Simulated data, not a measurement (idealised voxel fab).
process module | voxel fin reveal
cross-section cut | 250 nm wide | cells 5 nm
A cross-section is a grid of square cells, given in bands from the top down. A band is one or more rows of cells.
Each band's line starts with the height of the band's top and of its bottom, in nm. Then come its materials from left to right, each with its width in nm. One material with "throughout" fills the band from edge to edge. "air" is empty space.
Height 0 is the level under which the wafer as received is all one material. The lowest band goes on downwards, as in "0 down".
A width such as "30 to 40" changes by the same amount from each row of cells to the next, from the band's top row to its bottom row.
"no change" after a step means that no cell of the cross-section changed.
closed voids: empty space of 8 cells or more with no open way to the top, each as width x height at its distance from the left edge, in nm
after a step's settings: what the simulator itself notes on the step
overlay nm, on a step with a mask: how far to the right of its planned place the mask lay; to the left if negative
plan
1 op RECEIVE | material Si
2 op CONFORMAL_DEP | material SiN | thk nm 5
3 op DIRECTIONAL_DEP | material aC | thk nm 15
4 op PATTERN | tone cover | mask id FINS | material resist | width nm 15 | pitch nm 35 | thk nm 30 | overlay nm 0
5 op DIRECTIONAL_ETCH | etch materials aC | depth nm 15
6 op STRIP | etch materials resist
7 op DIRECTIONAL_ETCH | etch materials SiN | depth nm 5
8 op DIRECTIONAL_ETCH | etch materials Si | depth nm 35
9 op STRIP | etch materials aC
10 op OXIDIZE | depth nm 5
11 op FILL_DEP | material SiO2 | thk nm 5
12 op CMP | height nm 5
13 op SELECTIVE_ETCH | etch materials SiO2 | depth nm 20
14 op STRIP | etch materials SiN
15 op CONFORMAL_DEP | material SiO2 | thk nm 5
as received, after step 1
  0 down: Si throughout
  closed voids: none
a wafer at the end: this start, this plan, one mistake
  5 to 0: SiO2 100 | air 15 | SiO2 20 | air 15 | SiO2 100
  0 to -10: Si 95 | SiO2 5 | air 15 | SiO2 5 | Si 10 | SiO2 5 | air 15 | SiO2 5 | Si 95
  -10 to -40: Si 95 | SiO2 25 | Si 10 | SiO2 25 | Si 95
  -40 down: Si throughout
  closed voids: none
what went wrong: step 4 ran as: op PATTERN | tone open | mask id FINS | material resist | width nm 15 | pitch nm 35 | thk nm 30 | overlay nm 0
